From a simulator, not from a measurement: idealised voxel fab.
process module | voxel spacer lines
cross-section cut | 210 nm wide | cells 5 nm
A cross-section is a grid of square cells, given in bands from the top down. A band is one or more rows of cells.
Each band's line starts with the height of the band's top and of its bottom, in nm. Then come its materials from left to right, each with its width in nm. One material with "throughout" fills the band from edge to edge. "air" is empty space.
Height 0 is the level under which the wafer as received is all one material. The lowest band goes on downwards, as in "0 down".
A width such as "30 to 40" changes by the same amount from each row of cells to the next, from the band's top row to its bottom row.
"no change" after a step means that no cell of the cross-section changed.
closed voids: empty space of 8 cells or more with no open way to the top, each as width x height at its distance from the left edge, in nm
after a step's settings: what the simulator itself notes on the step
overlay nm, on a step with a mask: how far to the right of its planned place the mask lay; to the left if negative
plan
1 op RECEIVE | material Si
2 op CONFORMAL_DEP | material Al2O3 | thk nm 5
3 op DIRECTIONAL_DEP | material polySi | thk nm 15
4 op DIRECTIONAL_DEP | material aC | thk nm 20
5 op PATTERN | tone cover | mask id MANDREL | material resist | width nm 15 | pitch nm 60 | thk nm 25 | overlay nm 0
6 op DIRECTIONAL_ETCH | etch materials aC | depth nm 20
7 op STRIP | etch materials resist
8 op CONFORMAL_DEP | material SiO2 | thk nm 15
9 op DIRECTIONAL_ETCH | etch materials SiO2 | depth nm 15
10 op STRIP | etch materials aC
11 op DIRECTIONAL_ETCH | etch materials polySi | depth nm 15
12 op STRIP | etch materials SiO2
13 op FILL_DEP | material SiO2 | thk nm 10
14 op CMP | height nm 20
first wafer, as planned
as received, after step 1
  0 down: Si throughout
  closed voids: none
after step 2
  5 to 0: Al2O3 throughout
  below 0: unchanged
after step 3
  20 to 5: polySi throughout
  below 5: unchanged
after step 4
  40 to 20: aC throughout
  below 20: unchanged
after step 5
  65 to 40: air 65 | resist 15 | air 45 | resist 15 | air 70
  below 40: unchanged
after step 6
  45 to 40: air 65 | resist 15 | air 45 | resist 15 | air 70
  40 to 20: air 65 | aC 15 | air 45 | aC 15 | air 70
  below 20: unchanged
after step 7
  40 to 20: air 65 | aC 15 | air 45 | aC 15 | air 70
  below 20: unchanged
after step 8
  55 to 40: air 50 | SiO2 45 | air 15 | SiO2 45 | air 55
  40 to 35: air 50 | SiO2 15 | aC 15 | SiO2 15 | air 15 | SiO2 15 | aC 15 | SiO2 15 | air 55
  35 to 20: SiO2 65 | aC 15 | SiO2 45 | aC 15 | SiO2 70
  below 20: unchanged
after step 9
  40 to 20: air 50 | SiO2 15 | aC 15 | SiO2 15 | air 15 | SiO2 15 | aC 15 | SiO2 15 | air 55
  below 20: unchanged
after step 10
  40 to 20: air 50 | SiO2 15 | air 15 | SiO2 15 | air 15 | SiO2 15 | air 15 | SiO2 15 | air 55
  below 20: unchanged
after step 11
  40 to 20: air 50 | SiO2 15 | air 15 | SiO2 15 | air 15 | SiO2 15 | air 15 | SiO2 15 | air 55
  20 to 5: air 50 | polySi 15 | air 15 | polySi 15 | air 15 | polySi 15 | air 15 | polySi 15 | air 55
  below 5: unchanged
after step 12
  20 to 5: air 50 | polySi 15 | air 15 | polySi 15 | air 15 | polySi 15 | air 15 | polySi 15 | air 55
  below 5: unchanged
after step 13
  30 to 20: SiO2 throughout
  20 to 5: SiO2 50 | polySi 15 | SiO2 15 | polySi 15 | SiO2 15 | polySi 15 | SiO2 15 | polySi 15 | SiO2 55
  below 5: unchanged
after step 14
  20 to 5: SiO2 50 | polySi 15 | SiO2 15 | polySi 15 | SiO2 15 | polySi 15 | SiO2 15 | polySi 15 | SiO2 55
  below 5: unchanged
second wafer: like start, like plan, one mistake. Through step 4 it matches the first wafer
when step 5 should have ended
  65 to 40: air 60 | resist 25 | air 35 | resist 25 | air 65
  below 40: unchanged
when step 6 should have ended
  45 to 40: air 60 | resist 25 | air 35 | resist 25 | air 65
  40 to 20: air 60 | aC 25 | air 35 | aC 25 | air 65
  below 20: unchanged
when step 7 should have ended
  40 to 20: air 60 | aC 25 | air 35 | aC 25 | air 65
  below 20: unchanged
when step 8 should have ended
  55 to 40: air 45 | SiO2 55 | air 5 | SiO2 55 | air 50
  40 to 35: air 45 | SiO2 15 | aC 25 | SiO2 15 | air 5 | SiO2 15 | aC 25 | SiO2 15 | air 50
  35 to 20: SiO2 60 | aC 25 | SiO2 35 | aC 25 | SiO2 65
  below 20: unchanged
when step 9 should have ended
  40 to 20: air 45 | SiO2 15 | aC 25 | SiO2 15 | air 5 | SiO2 15 | aC 25 | SiO2 15 | air 50
  below 20: unchanged
when step 10 should have ended
  40 to 20: air 45 | SiO2 15 | air 25 | SiO2 15 | air 5 | SiO2 15 | air 25 | SiO2 15 | air 50
  below 20: unchanged
when step 11 should have ended
  40 to 20: air 45 | SiO2 15 | air 25 | SiO2 15 | air 5 | SiO2 15 | air 25 | SiO2 15 | air 50
  20 to 5: air 45 | polySi 15 | air 25 | polySi 15 | air 5 | polySi 15 | air 25 | polySi 15 | air 50
  below 5: unchanged
when step 12 should have ended
  20 to 5: air 45 | polySi 15 | air 25 | polySi 15 | air 5 | polySi 15 | air 25 | polySi 15 | air 50
  below 5: unchanged
when step 13 should have ended
  30 to 20: SiO2 throughout
  20 to 5: SiO2 45 | polySi 15 | SiO2 25 | polySi 15 | SiO2 5 | polySi 15 | SiO2 25 | polySi 15 | SiO2 50
  below 5: unchanged
when step 14 should have ended
  20 to 5: SiO2 45 | polySi 15 | SiO2 25 | polySi 15 | SiO2 5 | polySi 15 | SiO2 25 | polySi 15 | SiO2 50
  below 5: unchanged
what went wrong: step 5 ran as: op PATTERN | tone cover | mask id MANDREL | material resist | width nm 25 | pitch nm 60 | thk nm 25 | overlay nm 0
at the end the second wafer has, in cells: as many of each material as the first, in other places
